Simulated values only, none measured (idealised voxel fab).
Presented below is a process module, voxel capacitor over wiring.
FYI the section here is cut, 225 nm wide, cells are 5 nm squares.
How to read a cross-section here: the picture is a grid of square cells, written as bands going from the top down, and any band can span one or more rows of cells. The band entry comprises the height of the band's top followed by the height of its bottom, expressed in nm, and subsequently the band's materials from left to right, each stated together with its width in nm. Where a single material is marked with the word "full width", that material fills the band from edge to edge. The word "empty" represents empty space. For the purposes of this specification, 0 denotes the height below which the wafer in its as-received condition is composed wholly of one material, and the lowermost band, lacking a lower limit, extends downward without end, as expressed in "0 and below". Width "30 to 40": first value at the band's top row of cells, second value at its bottom row, equal change from row to row. Step note "nothing was modified" = no cross-section cell changed. Enclosed voids (no open way to top), threshold 8 cells or more, entry "Sealed internal voids", notation width x height at distance, distance from left edge, nm. That trailing text on a step's line, after the settings, is the simulator's own remark on the step. overlay nm: how far to the right of its planned place the mask lay on this masked step (negative: to the left).
-- This section lists the process steps that were planned
| 1 | RECEIVE, material Si |
| 2 | CONFORMAL_DEP, material SiO2, thk nm 15 |
| 3 | DIRECTIONAL_DEP, material TiN, thk nm 5 |
| 4 | DIRECTIONAL_DEP, material W, thk nm 25 |
| 5 | MASKED_ETCH, tone cover, mask id METAL_1, width nm 30, pitch nm 95, etch materials W, depth nm 25, overlay nm 0 |
| 6 | MASKED_ETCH, tone cover, mask id METAL_1, width nm 30, pitch nm 95, etch materials TiN, depth nm 5, overlay nm 0 |
| 7 | CONFORMAL_DEP, material SiN, thk nm 5 |
| 8 | FILL_DEP, material SiO2, thk nm 10 |
| 9 | CMP, height nm 45 |
| 10 | CONFORMAL_DEP, material SiCN, thk nm 5 |
| 11 | DIRECTIONAL_DEP, material lowk, thk nm 20 |
| 12 | DIRECTIONAL_DEP, material aC, thk nm 15 |
| 13 | PATTERN, tone open, mask id PLUG_1, material resist, width nm 15, thk nm 30, overlay nm 0 |
| 14 | DIRECTIONAL_ETCH, etch materials aC, depth nm 15 |
| 15 | STRIP, etch materials resist |
| 16 | DIRECTIONAL_ETCH, etch materials lowk, depth nm 20 |
| 17 | DIRECTIONAL_ETCH, etch materials SiCN, depth nm 5 |
| 18 | STRIP, etch materials aC |
| 19 | EPI, material Ru, thk nm 10 |
| 20 | EPI, material Ru, thk nm 10 |
| 21 | EPI, material Ru, thk nm 5 |
| 22 | DIRECTIONAL_DEP, material TiN, thk nm 10 |
| 23 | DIRECTIONAL_DEP, material SiN, thk nm 5 |
| 24 | DIRECTIONAL_DEP, material TiN, thk nm 10 |
| 25 | DIRECTIONAL_DEP, material aC, thk nm 15 |
| 26 | PATTERN, tone cover, mask id UPPER_PLATE, material resist, width nm 70, thk nm 35, overlay nm -15 |
| 27 | DIRECTIONAL_ETCH, etch materials aC, depth nm 15 |
| 28 | STRIP, etch materials resist |
| 29 | DIRECTIONAL_ETCH, etch materials TiN, depth nm 10 |
| 30 | DIRECTIONAL_ETCH, etch materials SiN, depth nm 5 |
| 31 | STRIP, etch materials aC |
| 32 | DIRECTIONAL_DEP, material aC, thk nm 10 |
| 33 | PATTERN, tone cover, mask id LOWER_PLATE, material resist, width nm 80, thk nm 25, overlay nm 0 |
| 34 | DIRECTIONAL_ETCH, etch materials aC, depth nm 10 |
| 35 | STRIP, etch materials resist |
| 36 | DIRECTIONAL_ETCH, etch materials TiN, depth nm 10 |
| 37 | STRIP, etch materials aC |
| 38 | FILL_DEP, material SiO2, thk nm 20 |
| 39 | CMP, height nm 110 |
| 40 | DIRECTIONAL_DEP, material aC, thk nm 15 |
| 41 | PATTERN, tone open, mask id PLUG_2, material resist, width nm 15, thk nm 35, overlay nm 0 |
| 42 | DIRECTIONAL_ETCH, etch materials aC, depth nm 15 |
| 43 | STRIP, etch materials resist |
| 44 | DIRECTIONAL_ETCH, etch materials SiO2, depth nm 15 |
| 45 | STRIP, etch materials aC |
| 46 | CONFORMAL_DEP, material TiN, thk nm 5 |
| 47 | FILL_DEP, material Ru, thk nm 10 |
| 48 | CMP, height nm 110 |
| 49 | CONFORMAL_DEP, material SiCN, thk nm 5 |
Across this set of wafers, the varied parameter is the overlay nm of step 26. Starting conditions are identical for every wafer, and the plan reports the value assigned to the first wafer.
-- Cross-section, first of several wafers, as delivered after step 1
  0 and below: Si full width
  Sealed internal voids: none
-- Each row below is a wafer at the end of the module, listing for every material the number of cells it has gained (+) or lost (-) since it was received, followed by its closed voids
overlay nm -15, +17 Ru, +87 SiCN, +67 SiN, +557 SiO2, +79 TiN, +60 W, +168 lowk, Sealed internal voids: none
overlay nm -10, +17 Ru, +87 SiCN, +67 SiN, +557 SiO2, +79 TiN, +60 W, +168 lowk, Sealed internal voids: none
overlay nm -5, +17 Ru, +87 SiCN, +67 SiN, +557 SiO2, +79 TiN, +60 W, +168 lowk, Sealed internal voids: none
overlay nm 0, +17 Ru, +87 SiCN, +67 SiN, +557 SiO2, +79 TiN, +60 W, +168 lowk, Sealed internal voids: none
overlay nm 5, +17 Ru, +87 SiCN, +67 SiN, +557 SiO2, +79 TiN, +60 W, +168 lowk, Sealed internal voids: none
overlay nm 10, +17 Ru, +87 SiCN, +67 SiN, +557 SiO2, +79 TiN, +60 W, +168 lowk, Sealed internal voids: none
overlay nm 15, +17 Ru, +87 SiCN, +67 SiN, +557 SiO2, +79 TiN, +60 W, +168 lowk, Sealed internal voids: none
